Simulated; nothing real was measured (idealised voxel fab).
The process module presented herein is designated voxel self aligned contacts.
Each square cell in cross-section cut measures 5 nm, and the section as a whole is 195 nm wide.
The cross-sections in this document take the form of a grid made of square cells. They are written out as bands, in order from top to bottom. Each band consists of one or more rows of cells. Band: top height; bottom height; in nm. Then, left to right: material with width in nm, for each material. "full width": a single material spanning edge to edge. "empty": empty space. Height 0 is the level under which the wafer as received is all one material. The lowest band goes on downwards, as in "z 0 and below". Width: "30 to 40" (first number = top row, second number = bottom row, same change from row to row of cells). Any step labelled "no change occurred" changed none of the cells in the cross-section. Reported under the label "Sealed cavities" are the empty spaces having no open way to the top and comprising 8 cells or more; the notation for each is width x height at distance, in which the distance is measured from the left edge and all three values are in nm. Heads up: the bit after the settings on a step's line is the simulator's remark on that step. overlay nm: mask offset rightward from planned place, masked step; negative means leftward offset.

-- Steps in the process plan
1. RECEIVE (material Si)
2. CONFORMAL_DEP (material SiO2; thk nm 5)
3. DIRECTIONAL_DEP (material polySi; thk nm 30)
4. DIRECTIONAL_DEP (material SiN; thk nm 15)
5. PATTERN (tone cover; mask id GATE; material resist; width nm 30; pitch nm 65; thk nm 15; overlay nm 0)
6. DIRECTIONAL_ETCH (etch materials SiN; depth nm 15)
7. DIRECTIONAL_ETCH (etch materials polySi; depth nm 30)
8. STRIP (etch materials resist)
9. CONFORMAL_DEP (material SiN; thk nm 5)
10. DIRECTIONAL_ETCH (etch materials SiN; depth nm 5)
11. FILL_DEP (material SiO2; thk nm 15)
12. CMP (height nm 60)
13. MASKED_ETCH (tone open; mask id CONTACT; width nm 45; pitch nm 65; etch materials SiO2; depth nm 60; overlay nm 0)
14. CONFORMAL_DEP (material TiN; thk nm 5)
15. FILL_DEP (material Ru; thk nm 5)
16. CMP (height nm 60)
17. CONFORMAL_DEP (material SiCN; thk nm 5)

-- Concerning the first of two wafers, which was run in accordance with the plan

-- Cross-section of the wafer upon arrival, representing the state reached after step 1
- z 0 and below  Si full width
- Sealed cavities: none

-- Presented here is a cross-section of the wafer after step 2 has been performed
- z 5 to 0  SiO2 full width
- Rest of section, below 0: as before.

-- Presented here is a cross-section of the wafer after step 3 has been performed
- z 35 to 5  polySi full width
- Rest of section, below 5: as before.

-- Presented here is a cross-section of the wafer after step 4 has been performed
- z 50 to 35  SiN full width
- Rest of section, below 35: as before.

-- Presented here is a cross-section of the wafer after step 5 has been performed
- z 65 to 50  15 empty  30 resist  35 empty  30 resist  35 empty  30 resist  20 empty
- Rest of section, below 50: as before.

-- Presented here is a cross-section of the wafer after step 6 has been performed
- z 65 to 50  15 empty  30 resist  35 empty  30 resist  35 empty  30 resist  20 empty
- z 50 to 35  15 empty  30 SiN  35 empty  30 SiN  35 empty  30 SiN  20 empty
- Rest of section, below 35: as before.

-- Presented here is a cross-section of the wafer after step 7 has been performed
- z 65 to 50  15 empty  30 resist  35 empty  30 resist  35 empty  30 resist  20 empty
- z 50 to 35  15 empty  30 SiN  35 empty  30 SiN  35 empty  30 SiN  20 empty
- z 35 to 5  15 empty  30 polySi  35 empty  30 polySi  35 empty  30 polySi  20 empty
- Rest of section, below 5: as before.

-- Presented here is a cross-section of the wafer after step 8 has been performed
- z 50 to 35  15 empty  30 SiN  35 empty  30 SiN  35 empty  30 SiN  20 empty
- Rest of section, below 35: as before.

-- Presented here is a cross-section of the wafer after step 9 has been performed
- z 55 to 35  10 empty  40 SiN  25 empty  40 SiN  25 empty  40 SiN  15 empty
- z 35 to 10  10 empty  5 SiN  30 polySi  5 SiN  25 empty  5 SiN  30 polySi  5 SiN  25 empty  5 SiN  30 polySi  5 SiN  15 empty
- z 10 to 5  15 SiN  30 polySi  35 SiN  30 polySi  35 SiN  30 polySi  20 SiN
- Rest of section, below 5: as before.

-- Presented here is a cross-section of the wafer after step 10 has been performed
- z 50 to 35  10 empty  40 SiN  25 empty  40 SiN  25 empty  40 SiN  15 empty
- z 35 to 5  10 empty  5 SiN  30 polySi  5 SiN  25 empty  5 SiN  30 polySi  5 SiN  25 empty  5 SiN  30 polySi  5 SiN  15 empty
- Rest of section, below 5: as before.

-- Presented here is a cross-section of the wafer after step 11 has been performed
- z 65 to 50  SiO2 full width
- z 50 to 35  10 SiO2  40 SiN  25 SiO2  40 SiN  25 SiO2  40 SiN  15 SiO2
- z 35 to 5  10 SiO2  5 SiN  30 polySi  5 SiN  25 SiO2  5 SiN  30 polySi  5 SiN  25 SiO2  5 SiN  30 polySi  5 SiN  15 SiO2
- Rest of section, below 5: as before.

-- Presented here is a cross-section of the wafer after step 12 has been performed
- z 60 to 50  SiO2 full width
- Rest of section, below 50: as before.

-- Presented here is a cross-section of the wafer after step 13 has been performed
- z 60 to 50  40 SiO2  45 empty  20 SiO2  45 empty  45 SiO2
- z 50 to 35  10 SiO2  40 SiN  25 empty  40 SiN  25 empty  40 SiN  15 SiO2
- z 35 to 5  10 SiO2  5 SiN  30 polySi  5 SiN  25 empty  5 SiN  30 polySi  5 SiN  25 empty  5 SiN  30 polySi  5 SiN  15 SiO2
- z 5 to 0  50 SiO2  25 empty  40 SiO2  25 empty  55 SiO2
- Rest of section, below 0: as before.

-- Presented here is a cross-section of the wafer after step 14 has been performed
- z 65 to 60  45 TiN  35 empty  30 TiN  35 empty  50 TiN
- z 60 to 50  40 SiO2  5 to 15 TiN  35 to 15 empty  5 to 15 TiN  20 SiO2  5 to 15 TiN  35 to 15 empty  5 to 15 TiN  45 SiO2
- z 50 to 35  10 SiO2  40 SiN  5 TiN  15 empty  5 TiN  40 SiN  5 TiN  15 empty  5 TiN  40 SiN  15 SiO2
- z 35 to 5  10 SiO2  5 SiN  30 polySi  5 SiN  5 TiN  15 empty  5 TiN  5 SiN  30 polySi  5 SiN  5 TiN  15 empty  5 TiN  5 SiN  30 polySi  5 SiN  15 SiO2
- z 5 to 0  50 SiO2  25 TiN  40 SiO2  25 TiN  55 SiO2
- Rest of section, below 0: as before.

-- Presented here is a cross-section of the wafer after step 15 has been performed
- z 70 to 65  Ru full width
- z 65 to 60  45 TiN  35 Ru  30 TiN  35 Ru  50 TiN
- z 60 to 50  40 SiO2  5 to 15 TiN  35 to 15 Ru  5 to 15 TiN  20 SiO2  5 to 15 TiN  35 to 15 Ru  5 to 15 TiN  45 SiO2
- z 50 to 35  10 SiO2  40 SiN  5 TiN  15 Ru  5 TiN  40 SiN  5 TiN  15 Ru  5 TiN  40 SiN  15 SiO2
- z 35 to 5  10 SiO2  5 SiN  30 polySi  5 SiN  5 TiN  15 Ru  5 TiN  5 SiN  30 polySi  5 SiN  5 TiN  15 Ru  5 TiN  5 SiN  30 polySi  5 SiN  15 SiO2
- Rest of section, below 5: as before.

-- Presented here is a cross-section of the wafer after step 16 has been performed
- z 60 to 50  40 SiO2  5 to 15 TiN  35 to 15 Ru  5 to 15 TiN  20 SiO2  5 to 15 TiN  35 to 15 Ru  5 to 15 TiN  45 SiO2
- Rest of section, below 50: as before.

-- Presented here is a cross-section of the wafer after step 17 has been performed
- z 65 to 60  SiCN full width
- Rest of section, below 60: as before.

-- Second Wafer (Identical Start and Plan, One Processing Error; Matches First Wafer Through Step 4)

-- Second wafer shown in cross-section at the time step 5 was slated to end
- z 65 to 50  20 empty  30 resist  35 empty  30 resist  35 empty  30 resist  15 empty
- Rest of section, below 50: as before.

-- Second wafer shown in cross-section at the time step 6 was slated to end
- z 65 to 50  20 empty  30 resist  35 empty  30 resist  35 empty  30 resist  15 empty
- z 50 to 35  20 empty  30 SiN  35 empty  30 SiN  35 empty  30 SiN  15 empty
- Rest of section, below 35: as before.

-- Second wafer shown in cross-section at the time step 7 was slated to end
- z 65 to 50  20 empty  30 resist  35 empty  30 resist  35 empty  30 resist  15 empty
- z 50 to 35  20 empty  30 SiN  35 empty  30 SiN  35 empty  30 SiN  15 empty
- z 35 to 5  20 empty  30 polySi  35 empty  30 polySi  35 empty  30 polySi  15 empty
- Rest of section, below 5: as before.

-- Second wafer shown in cross-section at the time step 8 was slated to end
- z 50 to 35  20 empty  30 SiN  35 empty  30 SiN  35 empty  30 SiN  15 empty
- Rest of section, below 35: as before.

-- Second wafer shown in cross-section at the time step 9 was slated to end
- z 55 to 35  15 empty  40 SiN  25 empty  40 SiN  25 empty  40 SiN  10 empty
- z 35 to 10  15 empty  5 SiN  30 polySi  5 SiN  25 empty  5 SiN  30 polySi  5 SiN  25 empty  5 SiN  30 polySi  5 SiN  10 empty
- z 10 to 5  20 SiN  30 polySi  35 SiN  30 polySi  35 SiN  30 polySi  15 SiN
- Rest of section, below 5: as before.

-- Second wafer shown in cross-section at the time step 10 was slated to end
- z 50 to 35  15 empty  40 SiN  25 empty  40 SiN  25 empty  40 SiN  10 empty
- z 35 to 5  15 empty  5 SiN  30 polySi  5 SiN  25 empty  5 SiN  30 polySi  5 SiN  25 empty  5 SiN  30 polySi  5 SiN  10 empty
- Rest of section, below 5: as before.

-- Second wafer shown in cross-section at the time step 11 was slated to end
- z 65 to 50  SiO2 full width
- z 50 to 35  15 SiO2  40 SiN  25 SiO2  40 SiN  25 SiO2  40 SiN  10 SiO2
- z 35 to 5  15 SiO2  5 SiN  30 polySi  5 SiN  25 SiO2  5 SiN  30 polySi  5 SiN  25 SiO2  5 SiN  30 polySi  5 SiN  10 SiO2
- Rest of section, below 5: as before.

-- Second wafer shown in cross-section at the time step 12 was slated to end
- z 60 to 50  SiO2 full width
- Rest of section, below 50: as before.

-- Second wafer shown in cross-section at the time step 13 was slated to end
- z 60 to 50  40 SiO2  45 empty  20 SiO2  45 empty  45 SiO2
- z 50 to 35  15 SiO2  40 SiN  25 empty  40 SiN  25 empty  40 SiN  10 SiO2
- z 35 to 5  15 SiO2  5 SiN  30 polySi  5 SiN  25 empty  5 SiN  30 polySi  5 SiN  25 empty  5 SiN  30 polySi  5 SiN  10 SiO2
- z 5 to 0  55 SiO2  25 empty  40 SiO2  25 empty  50 SiO2
- Rest of section, below 0: as before.

-- Second wafer shown in cross-section at the time step 14 was slated to end
- z 65 to 60  45 TiN  35 empty  30 TiN  35 empty  50 TiN
- z 60 to 50  40 SiO2  5 to 20 TiN  35 to 15 empty  5 to 10 TiN  20 SiO2  5 to 20 TiN  35 to 15 empty  5 to 10 TiN  45 SiO2
- z 50 to 35  15 SiO2  40 SiN  5 TiN  15 empty  5 TiN  40 SiN  5 TiN  15 empty  5 TiN  40 SiN  10 SiO2
- z 35 to 5  15 SiO2  5 SiN  30 polySi  5 SiN  5 TiN  15 empty  5 TiN  5 SiN  30 polySi  5 SiN  5 TiN  15 empty  5 TiN  5 SiN  30 polySi  5 SiN  10 SiO2
- z 5 to 0  55 SiO2  25 TiN  40 SiO2  25 TiN  50 SiO2
- Rest of section, below 0: as before.

-- Second wafer shown in cross-section at the time step 15 was slated to end
- z 70 to 65  Ru full width
- z 65 to 60  45 TiN  35 Ru  30 TiN  35 Ru  50 TiN
- z 60 to 50  40 SiO2  5 to 20 TiN  35 to 15 Ru  5 to 10 TiN  20 SiO2  5 to 20 TiN  35 to 15 Ru  5 to 10 TiN  45 SiO2
- z 50 to 35  15 SiO2  40 SiN  5 TiN  15 Ru  5 TiN  40 SiN  5 TiN  15 Ru  5 TiN  40 SiN  10 SiO2
- z 35 to 5  15 SiO2  5 SiN  30 polySi  5 SiN  5 TiN  15 Ru  5 TiN  5 SiN  30 polySi  5 SiN  5 TiN  15 Ru  5 TiN  5 SiN  30 polySi  5 SiN  10 SiO2
- Rest of section, below 5: as before.

-- Second wafer shown in cross-section at the time step 16 was slated to end
- z 60 to 50  40 SiO2  5 to 20 TiN  35 to 15 Ru  5 to 10 TiN  20 SiO2  5 to 20 TiN  35 to 15 Ru  5 to 10 TiN  45 SiO2
- Rest of section, below 50: as before.

-- Second wafer shown in cross-section at the time step 17 was slated to end
- z 65 to 60  SiCN full width
- Rest of section, below 60: as before.
Error vs. plan: heads up, step 5 didn't go per plan, it actually ran as PATTERN (tone cover; mask id GATE; material resist; width nm 30; pitch nm 65; thk nm 15; overlay nm 5)
Same inventory, different map: at the end, the second wafer holds as many cells of each material as the first, placed elsewhere.
